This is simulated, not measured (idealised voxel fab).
Process module, titled voxel capacitor over wiring
Section cut is 270 nm wide and gridded with 5 nm square cells.
Format of a cross-section: grid, square cells. Given as bands. Order: top down. Band: one or more rows of cells.
Band entry format. Leading values: height of top, height of bottom, nm. Remainder: materials in left-to-right order, each with its width in nm. Special words: "everywhere" on a single material, which then fills the band edge to edge; "air", empty space.
Where do heights start? At 0: under that level the wafer as delivered is made of one material only. And the lowest band has no floor; it just carries on downward, as in "0..down".
It should be noted that a width expressed as "30->40" varies in equal increments from row to row of cells within the band, taking the value of the first number at the top row and that of the second number at the bottom row.
"nothing different" after a step means that no cell of the cross-section changed.
Any empty space of 8 cells or more lacking an open way to the top shows up in "Enclosed internal voids" as width x height at distance, distance from the left edge, in nm.
Anything after a step's settings on that line? It's the simulator's own note about the step.
You can add "overlay nm" to a step's line. For a step with a mask, it describes how far the mask lay to the right of its planned position, and a negative number describes a lay to the left.
**Planned process steps**
| 1 | RECEIVE with material Si |
| 2 | CONFORMAL_DEP with material SiO2, thk nm 10 |
| 3 | CONFORMAL_DEP with material SiN, thk nm 5 |
| 4 | DIRECTIONAL_DEP with material SiO2, thk nm 15 |
| 5 | PATTERN with tone open, mask id METAL_1, material resist, width nm 20, pitch nm 80, thk nm 15, overlay nm 0 |
| 6 | DIRECTIONAL_ETCH with etch materials SiO2, depth nm 15 |
| 7 | DIRECTIONAL_ETCH with etch materials SiN, depth nm 5 |
| 8 | STRIP with etch materials resist |
| 9 | CONFORMAL_DEP with material TiN, thk nm 5 |
| 10 | FILL_DEP with material Cu, thk nm 5 |
| 11 | CMP with height nm 30 |
| 12 | CONFORMAL_DEP with material SiCN, thk nm 5 |
| 13 | DIRECTIONAL_DEP with material SiO2, thk nm 10 |
| 14 | DIRECTIONAL_DEP with material aC, thk nm 10 |
| 15 | PATTERN with tone open, mask id PLUG_1, material resist, width nm 15, thk nm 30, overlay nm 0 |
| 16 | DIRECTIONAL_ETCH with etch materials aC, depth nm 10 |
| 17 | STRIP with etch materials resist |
| 18 | DIRECTIONAL_ETCH with etch materials SiO2, depth nm 10 |
| 19 | DIRECTIONAL_ETCH with etch materials SiCN, depth nm 5 |
| 20 | STRIP with etch materials aC |
| 21 | EPI with material Ru, thk nm 10 |
| 22 | EPI with material Ru, thk nm 5 |
| 23 | DIRECTIONAL_DEP with material TiN, thk nm 5 |
| 24 | DIRECTIONAL_DEP with material SiN, thk nm 5 |
| 25 | DIRECTIONAL_DEP with material TiN, thk nm 10 |
| 26 | MASKED_ETCH with tone cover, mask id UPPER_PLATE, width nm 65, etch materials TiN, depth nm 10, overlay nm 0 |
| 27 | MASKED_ETCH with tone cover, mask id UPPER_PLATE, width nm 65, etch materials SiN, depth nm 5, overlay nm 0 |
| 28 | MASKED_ETCH with tone cover, mask id LOWER_PLATE, width nm 75, etch materials TiN, depth nm 5, overlay nm 0 |
| 29 | FILL_DEP with material SiO2, thk nm 20 |
| 30 | CMP with height nm 80 |
| 31 | PATTERN with tone open, mask id PLUG_2, material resist, width nm 15, thk nm 20, overlay nm 0 |
| 32 | DIRECTIONAL_ETCH with etch materials SiO2, depth nm 15 |
| 33 | STRIP with etch materials resist |
| 34 | CONFORMAL_DEP with material TiN, thk nm 5 |
| 35 | FILL_DEP with material W, thk nm 10 |
| 36 | CMP with height nm 80 |
| 37 | CONFORMAL_DEP with material SiCN, thk nm 5 |
**Delivered wafer in cross-section: state after step 1**
> 0..down | Si everywhere
> Enclosed internal voids: none
**The first of two wafers, cross-sectioned at the end of the module, with the run proceeding as planned**
> 85..80 | SiCN everywhere
> 80..70 | 100 SiO2 | 5 TiN | 5 W | 5 TiN | 155 SiO2
> 70..65 | 100 SiO2 | 15 TiN | 155 SiO2
> 65..55 | 90 SiO2 | 65 TiN | 115 SiO2
> 55..50 | 90 SiO2 | 65 SiN | 115 SiO2
> 50..45 | 85 SiO2 | 75 TiN | 110 SiO2
> 45..35 | 90 SiO2 | 15 Ru | 165 SiO2
> 35..30 | 90 SiCN | 15 Ru | 165 SiCN
> 30..15 | 85 SiO2 | 5 TiN | 10 Cu | 5 TiN | 60 SiO2 | 5 TiN | 10 Cu | 5 TiN | 85 SiO2
> 15..10 | 85 SiN | 20 TiN | 60 SiN | 20 TiN | 85 SiN
> 10..0 | SiO2 everywhere
> 0..down | Si everywhere
> Enclosed internal voids: none
**So this is wafer number two of the two, cut at the end of the module - it started where the first did and had the same plan, we just got one thing wrong running it**
> 85..80 | SiCN everywhere
> 80..70 | 100 SiO2 | 5 TiN | 5 W | 5 TiN | 155 SiO2
> 70..65 | 100 SiO2 | 15 TiN | 155 SiO2
> 65..55 | 90 SiO2 | 65 TiN | 115 SiO2
> 55..50 | 90 SiO2 | 65 SiN | 115 SiO2
> 50..45 | 85 SiO2 | 75 TiN | 110 SiO2
> 45..35 | 90 SiO2 | 15 Ru | 165 SiO2
> 35..30 | 90 SiCN | 15 Ru | 165 SiCN
> 30..25 | Cu everywhere
> 25..20 | 90 TiN | 10 Cu | 70 TiN | 10 Cu | 90 TiN
> 20..15 | 85 SiO2 | 5 TiN | 10 Cu | 5 TiN | 60 SiO2 | 5 TiN | 10 Cu | 5 TiN | 85 SiO2
> 15..10 | 85 SiN | 20 TiN | 60 SiN | 20 TiN | 85 SiN
> 10..0 | SiO2 everywhere
> 0..down | Si everywhere
> Enclosed internal voids: none
Deviation noted in wafer processing: step 4 ran differently from the plan; actual operation with settings: DIRECTIONAL_DEP with material SiO2, thk nm 5
Once processing is complete, comparing cell counts shows that the second wafer has more or fewer of certain materials than the first: Cu: 50 more, SiO2: 92 fewer, TiN: 42 more
